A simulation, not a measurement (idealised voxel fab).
Name of the process module below: voxel released beams
Cross-sectional view cut (width: 185 nm; square cell size: 5 nm).
Think of the cross-section as a grid of square cells. We describe it in bands, top to bottom, and each band covers one or more rows of those cells.
Band: top height; bottom height; in nm. Then, left to right: material with width in nm, for each material. "everywhere": a single material spanning edge to edge. "blank": empty space.
For the purposes of this specification, 0 denotes the height below which the wafer in its as-received condition is composed wholly of one material, and the lowermost band, lacking a lower limit, extends downward without end, as expressed in "top 0, no bottom".
The notation "30..40" denotes a width that varies across the rows of cells in the band, beginning at the first number in the top row, finishing at the second number in the bottom row, and changing by an identical amount from each row to the next.
Where a step carries "same as before", the cross-section came out of it unchanged, cell for cell.
Listed in "Voids lacking openings": every empty space of 8 or more cells without an open way to the top. Form: width x height at distance, the distance being from the left edge, all in nm.
On a step's line, text after the settings is the simulator commenting on that step.
"overlay nm" on a masked step: distance the mask lay right of its planned place, negative for left.

**Below is the list of planned process steps**
| 1 | op RECEIVE | material Si |
| 2 | op CONFORMAL_DEP | material SiN | thk nm 5 |
| 3 | op DIRECTIONAL_DEP | material SiO2 | thk nm 20 |
| 4 | op MASKED_ETCH | tone open | mask id ANCHOR | width nm 35 | etch materials SiO2 | depth nm 20 | overlay nm 0 |
| 5 | op CONFORMAL_DEP | material W | thk nm 10 |
| 6 | op PATTERN | tone cover | mask id BEAM | material resist | width nm 105 | thk nm 20 | overlay nm 0 |
| 7 | op DIRECTIONAL_ETCH | etch materials W | depth nm 10 |
| 8 | op STRIP | etch materials resist |
| 9 | op STRIP | etch materials SiO2 |

**On the first of the two wafers: run conducted according to plan**

**Cross-section, incoming material, after step 1**
  top 0, no bottom: Si everywhere
  Voids lacking openings: none

**After step 2: wafer cross-section**
  top 5, bottom 0: SiN everywhere
  Below 0, no change.

**After step 3: wafer cross-section**
  top 25, bottom 5: SiO2 everywhere
  Below 5, no change.

**After step 4: wafer cross-section**
  top 25, bottom 5: 40 nm SiO2; 35 nm blank; 110 nm SiO2
  Below 5, no change.

**After step 5: wafer cross-section**
  top 35, bottom 25: 50 nm W; 15 nm blank; 120 nm W
  top 25, bottom 15: 40 nm SiO2; 10 nm W; 15 nm blank; 10 nm W; 110 nm SiO2
  top 15, bottom 5: 40 nm SiO2; 35 nm W; 110 nm SiO2
  Below 5, no change.

**After step 6: wafer cross-section**
  top 55, bottom 35: 35 nm blank; 105 nm resist; 45 nm blank
  top 35, bottom 25: 50 nm W; 15 nm resist; 120 nm W
  top 25, bottom 15: 40 nm SiO2; 10 nm W; 15 nm resist; 10 nm W; 110 nm SiO2
  Below 15, no change.

**After step 7: wafer cross-section**
  top 55, bottom 35: 35 nm blank; 105 nm resist; 45 nm blank
  top 35, bottom 25: 35 nm blank; 15 nm W; 15 nm resist; 75 nm W; 45 nm blank
  Below 25, no change.

**After step 8: wafer cross-section**
  top 35, bottom 25: 35 nm blank; 15 nm W; 15 nm blank; 75 nm W; 45 nm blank
  top 25, bottom 15: 40 nm SiO2; 10 nm W; 15 nm blank; 10 nm W; 110 nm SiO2
  Below 15, no change.

**After step 9: wafer cross-section**
  top 35, bottom 25: 35 nm blank; 15 nm W; 15 nm blank; 75 nm W; 45 nm blank
  top 25, bottom 15: 40 nm blank; 10 nm W; 15 nm blank; 10 nm W; 110 nm blank
  top 15, bottom 5: 40 nm blank; 35 nm W; 110 nm blank
  Below 5, no change.

**Regarding the second of the two wafers: it shared the first wafer's starting condition and process plan, yet one error occurred during its execution. Its history coincides with that of the first wafer up to and including step 4**

**Cross-section of the second wafer at the time by which step 5 should have been completed according to the plan**
  top 40, bottom 25: 55 nm W; 5 nm blank; 125 nm W
  top 25, bottom 20: 40 nm SiO2; 15 nm W; 5 nm blank; 15 nm W; 110 nm SiO2
  top 20, bottom 5: 40 nm SiO2; 35 nm W; 110 nm SiO2
  Below 5, no change.

**Cross-section of the second wafer at the time by which step 6 should have been completed according to the plan**
  top 60, bottom 40: 35 nm blank; 105 nm resist; 45 nm blank
  top 40, bottom 25: 55 nm W; 5 nm resist; 125 nm W
  top 25, bottom 20: 40 nm SiO2; 15 nm W; 5 nm resist; 15 nm W; 110 nm SiO2
  Below 20, no change.

**Cross-section of the second wafer at the time by which step 7 should have been completed according to the plan**
  top 60, bottom 40: 35 nm blank; 105 nm resist; 45 nm blank
  top 40, bottom 30: 35 nm blank; 20 nm W; 5 nm resist; 80 nm W; 45 nm blank
  Below 30, no change.

**Cross-section of the second wafer at the time by which step 8 should have been completed according to the plan**
  top 40, bottom 30: 35 nm blank; 20 nm W; 5 nm blank; 80 nm W; 45 nm blank
  top 30, bottom 25: 55 nm W; 5 nm blank; 125 nm W
  top 25, bottom 20: 40 nm SiO2; 15 nm W; 5 nm blank; 15 nm W; 110 nm SiO2
  Below 20, no change.

Cross-section of the second wafer at the time by which step 9 should have been completed according to the plan: same as before
what went wrong: rather than as planned, step 5 actually ran as op CONFORMAL_DEP | material W | thk nm 15
Final tally in cells, some materials are higher or lower on the second wafer than on the first: SiO2: 120 more; W: 45 more
